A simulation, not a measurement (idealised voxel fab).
This is a process module. Its name is voxel wiring stack.
It is cross-section cut that appears here, measuring 290 nm in width, its square cells being 5 nm in size.
This document writes a cross-section as a grid whose cells are square, and gives it as bands, listed from the top down; one or more rows of cells form a band.
Each band's line starts with the height of the band's top and of its bottom, in nm. Then come its materials from left to right, each with its width in nm. One material with "everywhere" fills the band from edge to edge. "empty" is empty space.
Heights are expressed relative to 0, this being the level below which the as-received wafer comprises one material exclusively. The lowest band is unbounded in the downward direction and is denoted as in "0 down".
When a width is written as two numbers, as in "30..40", the first number is the width in the top row of cells of the band and the second is the width in its bottom row, and the width changes by the same amount from each row to the next.
Step marked "same as before"? Then no cell in the cross-section changed in it.
Each empty space that has no open way to the top and spans at least 8 cells appears under "Completely enclosed voids" as width x height at distance, the distance counted from the left edge, all in nm.
What comes after the settings on a step's line is commentary from the simulator itself on that step.
You can add "overlay nm" to a step's line. For a step with a mask, it describes how far the mask lay to the right of its planned position, and a negative number describes a lay to the left.
Below you will find pairs of cross-sections. In each, one shows the wafer before one process step and the other after it, with the after view ending at the lowest band that changed. Under each pair is the step separating them, along with its settings. Do not assume the pairs form a chain: they can come from different runs of this module on the same starting wafer, and a pair continues from the pair above it only when its "State before step" entry says so.

State before step:
	65 to 35  60 of SiO2  15 of empty  35 of SiO2  15 of empty  35 of SiO2  15 of empty  35 of SiO2  15 of empty  65 of SiO2
	35 to 30  SiCN everywhere
	30 to 15  60 of lowk  5 of TiN  10 of Cu  5 of TiN  30 of lowk  5 of TiN  10 of Cu  5 of TiN  30 of lowk  5 of TiN  10 of Cu  5 of TiN  30 of lowk  5 of TiN  10 of Cu  5 of TiN  60 of lowk
	15 to 10  60 of SiN  20 of TiN  30 of SiN  20 of TiN  30 of SiN  20 of TiN  30 of SiN  20 of TiN  60 of SiN
	10 to 0  SiO2 everywhere
	0 down  Si everywhere
	Completely enclosed voids: none

Cut View, Post-Step:
	65 to 50  55 of SiO2  30 of empty  20 of SiO2  30 of empty  20 of SiO2  30 of empty  20 of SiO2  30 of empty  55 of SiO2
	Below 50, the layers are the same as they were.
	Completely enclosed voids: none
Between before and after as drawn above: MASKED_ETCH with tone open, mask id METAL_2, width nm 30, pitch nm 50, etch materials SiO2, depth nm 15, overlay nm 0

State before step: same picture as after in the pair right above, so we don't repeat it.

Cut View, Post-Step:
	65 to 50  55 of SiO2  30 of empty  20 of SiO2  30 of empty  20 of SiO2  30 of empty  20 of SiO2  30 of empty  55 of SiO2
	50 to 35  60 of SiO2  15 of empty  35 of SiO2  15 of empty  35 of SiO2  15 of empty  35 of SiO2  15 of empty  65 of SiO2
	35 to 30  60 of SiCN  15 of empty  35 of SiCN  15 of empty  35 of SiCN  15 of empty  35 of SiCN  15 of empty  65 of SiCN
	Below 30, the layers are the same as they were.
	Completely enclosed voids: none
Between before and after as drawn above: MASKED_ETCH with tone open, mask id METAL_2, width nm 20, pitch nm 50, etch materials SiCN, depth nm 5, overlay nm 0

State before step: same picture as after in the pair right above, so we don't repeat it.

Cut View, Post-Step:
	70 to 65  60 of TiN  20 of empty  30 of TiN  20 of empty  30 of TiN  20 of empty  30 of TiN  20 of empty  60 of TiN
	65 to 55  55 of SiO2  5 of TiN  20 of empty  5 of TiN  20 of SiO2  5 of TiN  20 of empty  5 of TiN  20 of SiO2  5 of TiN  20 of empty  5 of TiN  20 of SiO2  5 of TiN  20 of empty  5 of TiN  55 of SiO2
	55 to 50  55 of SiO2  10 of TiN  5 of empty  15 of TiN  20 of SiO2  10 of TiN  5 of empty  15 of TiN  20 of SiO2  10 of TiN  5 of empty  15 of TiN  20 of SiO2  10 of TiN  5 of empty  15 of TiN  55 of SiO2
	50 to 35  60 of SiO2  5 of TiN  5 of empty  5 of TiN  35 of SiO2  5 of TiN  5 of empty  5 of TiN  35 of SiO2  5 of TiN  5 of empty  5 of TiN  35 of SiO2  5 of TiN  5 of empty  5 of TiN  65 of SiO2
	35 to 30  60 of SiCN  15 of TiN  35 of SiCN  15 of TiN  35 of SiCN  15 of TiN  35 of SiCN  15 of TiN  65 of SiCN
	Below 30, the layers are the same as they were.
	Completely enclosed voids: none
Between before and after as drawn above: CONFORMAL_DEP with material TiN, thk nm 5

State before step: same picture as after in the pair right above, so we don't repeat it.

Cut View, Post-Step:
	75 to 70  Cu everywhere
	70 to 65  60 of TiN  20 of Cu  30 of TiN  20 of Cu  30 of TiN  20 of Cu  30 of TiN  20 of Cu  60 of TiN
	65 to 55  55 of SiO2  5 of TiN  20 of Cu  5 of TiN  20 of SiO2  5 of TiN  20 of Cu  5 of TiN  20 of SiO2  5 of TiN  20 of Cu  5 of TiN  20 of SiO2  5 of TiN  20 of Cu  5 of TiN  55 of SiO2
	55 to 50  55 of SiO2  10 of TiN  5 of Cu  15 of TiN  20 of SiO2  10 of TiN  5 of Cu  15 of TiN  20 of SiO2  10 of TiN  5 of Cu  15 of TiN  20 of SiO2  10 of TiN  5 of Cu  15 of TiN  55 of SiO2
	50 to 35  60 of SiO2  5 of TiN  5 of Cu  5 of TiN  35 of SiO2  5 of TiN  5 of Cu  5 of TiN  35 of SiO2  5 of TiN  5 of Cu  5 of TiN  35 of SiO2  5 of TiN  5 of Cu  5 of TiN  65 of SiO2
	Below 35, the layers are the same as they were.
	Completely enclosed voids: none
Between before and after as drawn above: FILL_DEP with material Cu, thk nm 5

State before step: same picture as after in the pair right above, so we don't repeat it.

Cut View, Post-Step:
	65 to 55  55 of SiO2  5 of TiN  20 of Cu  5 of TiN  20 of SiO2  5 of TiN  20 of Cu  5 of TiN  20 of SiO2  5 of TiN  20 of Cu  5 of TiN  20 of SiO2  5 of TiN  20 of Cu  5 of TiN  55 of SiO2
	Below 55, the layers are the same as they were.
	Completely enclosed voids: none
Between before and after as drawn above: CMP with height nm 65

State before step: same picture as after in the pair right above, so we don't repeat it.

Cut View, Post-Step:
	70 to 65  SiCN everywhere
	Below 65, the layers are the same as they were.
	Completely enclosed voids: none
Between before and after as drawn above: CONFORMAL_DEP with material SiCN, thk nm 5

State before step:
	65 to 50  60 of SiO2  20 of empty  30 of SiO2  20 of empty  30 of SiO2  20 of empty  30 of SiO2  20 of empty  60 of SiO2
	50 to 35  60 of SiO2  15 of empty  35 of SiO2  15 of empty  35 of SiO2  15 of empty  35 of SiO2  15 of empty  65 of SiO2
	35 to 30  SiCN everywhere
	30 to 15  60 of lowk  5 of TiN  10 of Cu  5 of TiN  30 of lowk  5 of TiN  10 of Cu  5 of TiN  30 of lowk  5 of TiN  10 of Cu  5 of TiN  30 of lowk  5 of TiN  10 of Cu  5 of TiN  60 of lowk
	15 to 10  60 of SiN  20 of TiN  30 of SiN  20 of TiN  30 of SiN  20 of TiN  30 of SiN  20 of TiN  60 of SiN
	10 to 0  SiO2 everywhere
	0 down  Si everywhere
	Completely enclosed voids: none

Cut View, Post-Step:
	65 to 50  60 of SiO2  20 of empty  30 of SiO2  20 of empty  30 of SiO2  20 of empty  30 of SiO2  20 of empty  60 of SiO2
	50 to 35  60 of SiO2  15 of empty  35 of SiO2  15 of empty  35 of SiO2  15 of empty  35 of SiO2  15 of empty  65 of SiO2
	35 to 30  60 of SiCN  10 of empty  40 of SiCN  10 of empty  40 of SiCN  10 of empty  40 of SiCN  10 of empty  70 of SiCN
	Below 30, the layers are the same as they were.
	Completely enclosed voids: none
Between before and after as drawn above: MASKED_ETCH with tone open, mask id METAL_2, width nm 20, pitch nm 50, etch materials SiCN, depth nm 5, overlay nm -10

State before step: same picture as after in the pair right above, so we don't repeat it.

Cut View, Post-Step:
	70 to 65  65 of TiN  10 of empty  40 of TiN  10 of empty  40 of TiN  10 of empty  40 of TiN  10 of empty  65 of TiN
	65 to 55  60 of SiO2  5 of TiN  10 of empty  5 of TiN  30 of SiO2  5 of TiN  10 of empty  5 of TiN  30 of SiO2  5 of TiN  10 of empty  5 of TiN  30 of SiO2  5 of TiN  10 of empty  5 of TiN  60 of SiO2
	55 to 50  60 of SiO2  5 of TiN  5 of empty  10 of TiN  30 of SiO2  5 of TiN  5 of empty  10 of TiN  30 of SiO2  5 of TiN  5 of empty  10 of TiN  30 of SiO2  5 of TiN  5 of empty  10 of TiN  60 of SiO2
	50 to 40  60 of SiO2  5 of TiN  5 of empty  5 of TiN  35 of SiO2  5 of TiN  5 of empty  5 of TiN  35 of SiO2  5 of TiN  5 of empty  5 of TiN  35 of SiO2  5 of TiN  5 of empty  5 of TiN  65 of SiO2
	40 to 35  60 of SiO2  15 of TiN  35 of SiO2  15 of TiN  35 of SiO2  15 of TiN  35 of SiO2  15 of TiN  65 of SiO2
	35 to 30  60 of SiCN  10 of TiN  40 of SiCN  10 of TiN  40 of SiCN  10 of TiN  40 of SiCN  10 of TiN  70 of SiCN
	Below 30, the layers are the same as they were.
	Completely enclosed voids: none
Between before and after as drawn above: CONFORMAL_DEP with material TiN, thk nm 5

State before step: same picture as after in the pair right above, so we don't repeat it.

Cut View, Post-Step:
	75 to 70  Cu everywhere
	70 to 65  65 of TiN  10 of Cu  40 of TiN  10 of Cu  40 of TiN  10 of Cu  40 of TiN  10 of Cu  65 of TiN
	65 to 55  60 of SiO2  5 of TiN  10 of Cu  5 of TiN  30 of SiO2  5 of TiN  10 of Cu  5 of TiN  30 of SiO2  5 of TiN  10 of Cu  5 of TiN  30 of SiO2  5 of TiN  10 of Cu  5 of TiN  60 of SiO2
	55 to 50  60 of SiO2  5 of TiN  5 of Cu  10 of TiN  30 of SiO2  5 of TiN  5 of Cu  10 of TiN  30 of SiO2  5 of TiN  5 of Cu  10 of TiN  30 of SiO2  5 of TiN  5 of Cu  10 of TiN  60 of SiO2
	50 to 40  60 of SiO2  5 of TiN  5 of Cu  5 of TiN  35 of SiO2  5 of TiN  5 of Cu  5 of TiN  35 of SiO2  5 of TiN  5 of Cu  5 of TiN  35 of SiO2  5 of TiN  5 of Cu  5 of TiN  65 of SiO2
	Below 40, the layers are the same as they were.
	Completely enclosed voids: none
Between before and after as drawn above: FILL_DEP with material Cu, thk nm 5

State before step: same picture as after in the pair right above, so we don't repeat it.

Cut View, Post-Step:
	65 to 55  60 of SiO2  5 of TiN  10 of Cu  5 of TiN  30 of SiO2  5 of TiN  10 of Cu  5 of TiN  30 of SiO2  5 of TiN  10 of Cu  5 of TiN  30 of SiO2  5 of TiN  10 of Cu  5 of TiN  60 of SiO2
	Below 55, the layers are the same as they were.
	Completely enclosed voids: none
Between before and after as drawn above: CMP with height nm 65

State before step: same picture as after in the pair right above, so we don't repeat it.

Cut View, Post-Step:
	70 to 65  SiCN everywhere
	Below 65, the layers are the same as they were.
	Completely enclosed voids: none
Between before and after as drawn above: CONFORMAL_DEP with material SiCN, thk nm 5

State before step:
	10 to 0  SiO2 everywhere
	0 down  Si everywhere
	Completely enclosed voids: none

Cut View, Post-Step:
	15 to 0  SiO2 everywhere
	Below 0, the layers are the same as they were.
	Completely enclosed voids: none
Between before and after as drawn above: CONFORMAL_DEP with material SiO2, thk nm 5

State before step: same picture as after in the pair right above, so we don't repeat it.

Cut View, Post-Step:
	30 to 15  lowk everywhere
	Below 15, the layers are the same as they were.
	Completely enclosed voids: none
Between before and after as drawn above: DIRECTIONAL_DEP with material lowk, thk nm 15

State before step: same picture as after in the pair right above, so we don't repeat it.

Cut View, Post-Step:
	30 to 15  60 of lowk  20 of empty  30 of lowk  20 of empty  30 of lowk  20 of empty  30 of lowk  20 of empty  60 of lowk
	Below 15, the layers are the same as they were.
	Completely enclosed voids: none
Between before and after as drawn above: MASKED_ETCH with tone open, mask id METAL_1, width nm 20, pitch nm 50, etch materials lowk, depth nm 15, overlay nm 0

State before step: same picture as after in the pair right above, so we don't repeat it.

Cut View, Post-Step:
	35 to 30  65 of TiN  10 of empty  40 of TiN  10 of empty  40 of TiN  10 of empty  40 of TiN  10 of empty  65 of TiN
	30 to 20  60 of lowk  5 of TiN  10 of empty  5 of TiN  30 of lowk  5 of TiN  10 of empty  5 of TiN  30 of lowk  5 of TiN  10 of empty  5 of TiN  30 of lowk  5 of TiN  10 of empty  5 of TiN  60 of lowk
	20 to 15  60 of lowk  20 of TiN  30 of lowk  20 of TiN  30 of lowk  20 of TiN  30 of lowk  20 of TiN  60 of lowk
	Below 15, the layers are the same as they were.
	Completely enclosed voids: none
Between before and after as drawn above: CONFORMAL_DEP with material TiN, thk nm 5

State before step: same picture as after in the pair right above, so we don't repeat it.

Cut View, Post-Step:
	40 to 35  Cu everywhere
	35 to 30  65 of TiN  10 of Cu  40 of TiN  10 of Cu  40 of TiN  10 of Cu  40 of TiN  10 of Cu  65 of TiN
	30 to 20  60 of lowk  5 of TiN  10 of Cu  5 of TiN  30 of lowk  5 of TiN  10 of Cu  5 of TiN  30 of lowk  5 of TiN  10 of Cu  5 of TiN  30 of lowk  5 of TiN  10 of Cu  5 of TiN  60 of lowk
	Below 20, the layers are the same as they were.
	Completely enclosed voids: none
Between before and after as drawn above: FILL_DEP with material Cu, thk nm 5

State before step: same picture as after in the pair right above, so we don't repeat it.

Cut View, Post-Step:
	30 to 20  60 of lowk  5 of TiN  10 of Cu  5 of TiN  30 of lowk  5 of TiN  10 of Cu  5 of TiN  30 of lowk  5 of TiN  10 of Cu  5 of TiN  30 of lowk  5 of TiN  10 of Cu  5 of TiN  60 of lowk
	Below 20, the layers are the same as they were.
	Completely enclosed voids: none
Between before and after as drawn above: CMP with height nm 30

State before step: same picture as after in the pair right above, so we don't repeat it.

Cut View, Post-Step:
	35 to 30  SiCN everywhere
	Below 30, the layers are the same as they were.
	Completely enclosed voids: none
Between before and after as drawn above: CONFORMAL_DEP with material SiCN, thk nm 5

State before step: same picture as after in the pair right above, so we don't repeat it.

Cut View, Post-Step:
	65 to 35  SiO2 everywhere
	Below 35, the layers are the same as they were.
	Completely enclosed voids: none
Between before and after as drawn above: DIRECTIONAL_DEP with material SiO2, thk nm 30

State before step: same picture as after in the pair right above, so we don't repeat it.

Cut View, Post-Step:
	80 to 65  60 of resist  15 of empty  35 of resist  15 of empty  35 of resist  15 of empty  35 of resist  15 of empty  65 of resist
	Below 65, the layers are the same as they were.
	Completely enclosed voids: none
Between before and after as drawn above: PATTERN with tone open, mask id METAL_2_HOLES, material resist, width nm 15, pitch nm 50, thk nm 15, overlay nm 0

State before step: same picture as after in the pair right above, so we don't repeat it.

Cut View, Post-Step:
	80 to 65  60 of resist  15 of empty  35 of resist  15 of empty  35 of resist  15 of empty  35 of resist  15 of empty  65 of resist
	65 to 35  60 of SiO2  15 of empty  35 of SiO2  15 of empty  35 of SiO2  15 of empty  35 of SiO2  15 of empty  65 of SiO2
	Below 35, the layers are the same as they were.
	Completely enclosed voids: none
Between before and after as drawn above: DIRECTIONAL_ETCH with etch materials SiO2, depth nm 30

State before step: same picture as after in the pair right above, so we don't repeat it.

Cut View, Post-Step:
	65 to 35  60 of SiO2  15 of empty  35 of SiO2  15 of empty  35 of SiO2  15 of empty  35 of SiO2  15 of empty  65 of SiO2
	Below 35, the layers are the same as they were.
	Completely enclosed voids: none
Between before and after as drawn above: STRIP with etch materials resist

State before step: same picture as after in the pair right above, so we don't repeat it.

Cut View, Post-Step:
	65 to 50  60 of SiO2  20 of empty  30 of SiO2  20 of empty  30 of SiO2  20 of empty  30 of SiO2  20 of empty  60 of SiO2
	Below 50, the layers are the same as they were.
	Completely enclosed voids: none
Between before and after as drawn above: MASKED_ETCH with tone open, mask id METAL_2, width nm 20, pitch nm 50, etch materials SiO2, depth nm 15, overlay nm 0

State before step: same picture as after in the pair right above, so we don't repeat it.

Cut View, Post-Step:
	65 to 50  60 of SiO2  20 of empty  30 of SiO2  20 of empty  30 of SiO2  20 of empty  30 of SiO2  20 of empty  60 of SiO2
	50 to 35  60 of SiO2  15 of empty  35 of SiO2  15 of empty  35 of SiO2  15 of empty  35 of SiO2  15 of empty  65 of SiO2
	35 to 30  60 of SiCN  15 of empty  35 of SiCN  15 of empty  35 of SiCN  15 of empty  35 of SiCN  15 of empty  65 of SiCN
	Below 30, the layers are the same as they were.
	Completely enclosed voids: none
Between before and after as drawn above: MASKED_ETCH with tone open, mask id METAL_2, width nm 20, pitch nm 50, etch materials SiCN, depth nm 5, overlay nm 0

State before step: same picture as after in the pair right above, so we don't repeat it.

Cut View, Post-Step:
	70 to 65  65 of TiN  10 of empty  40 of TiN  10 of empty  40 of TiN  10 of empty  40 of TiN  10 of empty  65 of TiN
	65 to 55  60 of SiO2  5 of TiN  10 of empty  5 of TiN  30 of SiO2  5 of TiN  10 of empty  5 of TiN  30 of SiO2  5 of TiN  10 of empty  5 of TiN  30 of SiO2  5 of TiN  10 of empty  5 of TiN  60 of SiO2
	55 to 50  60 of SiO2  5 of TiN  5 of empty  10 of TiN  30 of SiO2  5 of TiN  5 of empty  10 of TiN  30 of SiO2  5 of TiN  5 of empty  10 of TiN  30 of SiO2  5 of TiN  5 of empty  10 of TiN  60 of SiO2
	50 to 35  60 of SiO2  5 of TiN  5 of empty  5 of TiN  35 of SiO2  5 of TiN  5 of empty  5 of TiN  35 of SiO2  5 of TiN  5 of empty  5 of TiN  35 of SiO2  5 of TiN  5 of empty  5 of TiN  65 of SiO2
	35 to 30  60 of SiCN  15 of TiN  35 of SiCN  15 of TiN  35 of SiCN  15 of TiN  35 of SiCN  15 of TiN  65 of SiCN
	Below 30, the layers are the same as they were.
	Completely enclosed voids: none
Between before and after as drawn above: CONFORMAL_DEP with material TiN, thk nm 5

State before step: same picture as after in the pair right above, so we don't repeat it.

Cut View, Post-Step:
	75 to 70  Cu everywhere
	70 to 65  65 of TiN  10 of Cu  40 of TiN  10 of Cu  40 of TiN  10 of Cu  40 of TiN  10 of Cu  65 of TiN
	65 to 55  60 of SiO2  5 of TiN  10 of Cu  5 of TiN  30 of SiO2  5 of TiN  10 of Cu  5 of TiN  30 of SiO2  5 of TiN  10 of Cu  5 of TiN  30 of SiO2  5 of TiN  10 of Cu  5 of TiN  60 of SiO2
	55 to 50  60 of SiO2  5 of TiN  5 of Cu  10 of TiN  30 of SiO2  5 of TiN  5 of Cu  10 of TiN  30 of SiO2  5 of TiN  5 of Cu  10 of TiN  30 of SiO2  5 of TiN  5 of Cu  10 of TiN  60 of SiO2
	50 to 35  60 of SiO2  5 of TiN  5 of Cu  5 of TiN  35 of SiO2  5 of TiN  5 of Cu  5 of TiN  35 of SiO2  5 of TiN  5 of Cu  5 of TiN  35 of SiO2  5 of TiN  5 of Cu  5 of TiN  65 of SiO2
	Below 35, the layers are the same as they were.
	Completely enclosed voids: none
Between before and after as drawn above: FILL_DEP with material Cu, thk nm 5

State before step: same picture as after in the pair right above, so we don't repeat it.

Cut View, Post-Step:
	65 to 55  60 of SiO2  5 of TiN  10 of Cu  5 of TiN  30 of SiO2  5 of TiN  10 of Cu  5 of TiN  30 of SiO2  5 of TiN  10 of Cu  5 of TiN  30 of SiO2  5 of TiN  10 of Cu  5 of TiN  60 of SiO2
	Below 55, the layers are the same as they were.
	Completely enclosed voids: none
Between before and after as drawn above: CMP with height nm 65

State before step: same picture as after in the pair right above, so we don't repeat it.

Cut View, Post-Step:
	70 to 65  SiCN everywhere
	Below 65, the layers are the same as they were.
	Completely enclosed voids: none
Between before and after as drawn above: CONFORMAL_DEP with material SiCN, thk nm 5

State before step:
	65 to 35  60 of SiO2  15 of empty  35 of SiO2  15 of empty  35 of SiO2  15 of empty  35 of SiO2  15 of empty  65 of SiO2
	35 to 30  SiCN everywhere
	30 to 15  60 of lowk  5 of TiN  10 of Cu  5 of TiN  30 of lowk  5 of TiN  10 of Cu  5 of TiN  30 of lowk  5 of TiN  10 of Cu  5 of TiN  30 of lowk  5 of TiN  10 of Cu  5 of TiN  60 of lowk
	15 to 10  60 of SiN  20 of TiN  30 of SiN  20 of TiN  30 of SiN  20 of TiN  30 of SiN  20 of TiN  60 of SiN
	10 to 0  SiO2 everywhere
	0 down  Si everywhere
	Completely enclosed voids: none

Cut View, Post-Step:
	65 to 50  75 of empty  5 of SiO2  45 of empty  5 of SiO2  45 of empty  5 of SiO2  45 of empty  5 of SiO2  60 of empty
	Below 50, the layers are the same as they were.
	Completely enclosed voids: none
Between before and after as drawn above: MASKED_ETCH with tone cover, mask id METAL_2, width nm 20, pitch nm 50, etch materials SiO2, depth nm 15, overlay nm 0

State before step: same picture as after in the pair right above, so we don't repeat it.

Cut View, Post-Step:
	65 to 50  75 of empty  5 of SiO2  45 of empty  5 of SiO2  45 of empty  5 of SiO2  45 of empty  5 of SiO2  60 of empty
	50 to 35  60 of SiO2  15 of empty  35 of SiO2  15 of empty  35 of SiO2  15 of empty  35 of SiO2  15 of empty  65 of SiO2
	35 to 30  60 of SiCN  15 of empty  35 of SiCN  15 of empty  35 of SiCN  15 of empty  35 of SiCN  15 of empty  65 of SiCN
	Below 30, the layers are the same as they were.
	Completely enclosed voids: none
Between before and after as drawn above: MASKED_ETCH with tone open, mask id METAL_2, width nm 20, pitch nm 50, etch materials SiCN, depth nm 5, overlay nm 0

State before step: same picture as after in the pair right above, so we don't repeat it.

Cut View, Post-Step:
	70 to 65  70 of empty  15 of TiN  35 of empty  15 of TiN  35 of empty  15 of TiN  35 of empty  15 of TiN  55 of empty
	65 to 55  70 of empty  5 of TiN  5 of SiO2  5 of TiN  35 of empty  5 of TiN  5 of SiO2  5 of TiN  35 of empty  5 of TiN  5 of SiO2  5 of TiN  35 of empty  5 of TiN  5 of SiO2  5 of TiN  55 of empty
	55 to 50  65 of TiN  5 of empty  5 of TiN  5 of SiO2  35 of TiN  5 of empty  5 of TiN  5 of SiO2  35 of TiN  5 of empty  5 of TiN  5 of SiO2  35 of TiN  5 of empty  5 of TiN  5 of SiO2  60 of TiN
	50 to 35  60 of SiO2  5 of TiN  5 of empty  5 of TiN  35 of SiO2  5 of TiN  5 of empty  5 of TiN  35 of SiO2  5 of TiN  5 of empty  5 of TiN  35 of SiO2  5 of TiN  5 of empty  5 of TiN  65 of SiO2
	35 to 30  60 of SiCN  15 of TiN  35 of SiCN  15 of TiN  35 of SiCN  15 of TiN  35 of SiCN  15 of TiN  65 of SiCN
	Below 30, the layers are the same as they were.
	Completely enclosed voids: none
Between before and after as drawn above: CONFORMAL_DEP with material TiN, thk nm 5

State before step: same picture as after in the pair right above, so we don't repeat it.

Cut View, Post-Step:
	75 to 70  Cu everywhere
	70 to 65  70 of Cu  15 of TiN  35 of Cu  15 of TiN  35 of Cu  15 of TiN  35 of Cu  15 of TiN  55 of Cu
	65 to 55  70 of Cu  5 of TiN  5 of SiO2  5 of TiN  35 of Cu  5 of TiN  5 of SiO2  5 of TiN  35 of Cu  5 of TiN  5 of SiO2  5 of TiN  35 of Cu  5 of TiN  5 of SiO2  5 of TiN  55 of Cu
	55 to 50  65 of TiN  5 of Cu  5 of TiN  5 of SiO2  35 of TiN  5 of Cu  5 of TiN  5 of SiO2  35 of TiN  5 of Cu  5 of TiN  5 of SiO2  35 of TiN  5 of Cu  5 of TiN  5 of SiO2  60 of TiN
	50 to 35  60 of SiO2  5 of TiN  5 of Cu  5 of TiN  35 of SiO2  5 of TiN  5 of Cu  5 of TiN  35 of SiO2  5 of TiN  5 of Cu  5 of TiN  35 of SiO2  5 of TiN  5 of Cu  5 of TiN  65 of SiO2
	Below 35, the layers are the same as they were.
	Completely enclosed voids: none
Between before and after as drawn above: FILL_DEP with material Cu, thk nm 5

State before step: same picture as after in the pair right above, so we don't repeat it.

Cut View, Post-Step:
	65 to 55  70 of Cu  5 of TiN  5 of SiO2  5 of TiN  35 of Cu  5 of TiN  5 of SiO2  5 of TiN  35 of Cu  5 of TiN  5 of SiO2  5 of TiN  35 of Cu  5 of TiN  5 of SiO2  5 of TiN  55 of Cu
	Below 55, the layers are the same as they were.
	Completely enclosed voids: none
Between before and after as drawn above: CMP with height nm 65

State before step: same picture as after in the pair right above, so we don't repeat it.

Cut View, Post-Step:
	70 to 65  SiCN everywhere
	Below 65, the layers are the same as they were.
	Completely enclosed voids: none
Between before and after as drawn above: CONFORMAL_DEP with material SiCN, thk nm 5
